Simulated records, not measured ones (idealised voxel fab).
Process module name: voxel fin reveal
This is section cut - it's 245 nm across, gridded in 5 nm square cells.
Each cross-section below is a grid of square cells, stated as bands in top-down order, with one or more rows of cells making up each band. The band entry comprises the height of the band's top followed by the height of its bottom, expressed in nm, and subsequently the band's materials from left to right, each stated together with its width in nm. Where a single material is marked with the word "everywhere", that material fills the band from edge to edge. The word "empty" represents empty space. Beneath 0, the wafer as received is one material, and that level is where height counting begins. The lowest band goes on downward without a bottom; it is written like "z 0 and below". You'd read "30..40" like this: the band's top row of cells is as wide as the first number, its bottom row is as wide as the second, and going down, every row changes width by the same amount as the row before did. The cross-section has no changed cell in any step marked "no alterations made". Voids not open to the top, 8 cells minimum: see "Listed closed voids". Written width x height at distance; distance is from the left edge; nm. Read whatever lies past the settings on a step's line as the simulator's own remark about the step. overlay nm: on a step with a mask, how far right of its planned place the mask lay; negative means left.

# Planned step list for the process
1,RECEIVE with material Si
2,CONFORMAL_DEP with material SiN, thk nm 10
3,PATTERN with tone cover, mask id FINS, material resist, width nm 15, pitch nm 45, thk nm 15, overlay nm 0
4,DIRECTIONAL_ETCH with etch materials SiN, depth nm 10
5,DIRECTIONAL_ETCH with etch materials Si, depth nm 35
6,STRIP with etch materials resist
7,OXIDIZE with depth nm 5
8,FILL_DEP with material SiO2, thk nm 5
9,CMP with height nm 10
10,SELECTIVE_ETCH with etch materials SiO2, depth nm 25
11,STRIP with etch materials SiN
12,CONFORMAL_DEP with material SiO2, thk nm 5

# Cross-section of the wafer at receipt, which is the condition after step 1
    z 0 and below: Si everywhere
    Listed closed voids: none

# Cross-section taken at module completion on the first of two wafers; processed per the plan
    z 5 to 0: empty 45 nm / SiO2 15 nm / empty 30 nm / SiO2 15 nm / empty 30 nm / SiO2 15 nm / empty 30 nm / SiO2 15 nm / empty 50 nm
    z 0 to -10: empty 45 nm / SiO2 5 nm / Si 5 nm / SiO2 5 nm / empty 30 nm / SiO2 5 nm / Si 5 nm / SiO2 5 nm / empty 30 nm / SiO2 5 nm / Si 5 nm / SiO2 5 nm / empty 30 nm / SiO2 5 nm / Si 5 nm / SiO2 5 nm / empty 50 nm
    z -10 to -40: SiO2 50 nm / Si 5 nm / SiO2 40 nm / Si 5 nm / SiO2 40 nm / Si 5 nm / SiO2 40 nm / Si 5 nm / SiO2 55 nm
    z -40 and below: Si everywhere
    Listed closed voids: none

# Cross-sectional view: second of two wafers, end of module; start and plan identical to the first, one mistake in running
    z 5 to 0: empty 40 nm / SiO2 25 nm / empty 20 nm / SiO2 25 nm / empty 20 nm / SiO2 25 nm / empty 20 nm / SiO2 25 nm / empty 45 nm
    z 0 to -10: empty 40 nm / SiO2 5 nm / Si 15 nm / SiO2 5 nm / empty 20 nm / SiO2 5 nm / Si 15 nm / SiO2 5 nm / empty 20 nm / SiO2 5 nm / Si 15 nm / SiO2 5 nm / empty 20 nm / SiO2 5 nm / Si 15 nm / SiO2 5 nm / empty 45 nm
    z -10 to -40: SiO2 45 nm / Si 15 nm / SiO2 30 nm / Si 15 nm / SiO2 30 nm / Si 15 nm / SiO2 30 nm / Si 15 nm / SiO2 50 nm
    z -40 and below: Si everywhere
    Listed closed voids: none
The plan and the run diverged here: it should be noted that step 3 was executed with settings other than those planned, the operation and settings actually applied being PATTERN with tone cover, mask id FINS, material resist, width nm 25, pitch nm 45, thk nm 15, overlay nm 0
Count the cells at the end and the second wafer has more or fewer of some materials than the first: 64 more of Si, 40 fewer of SiO2
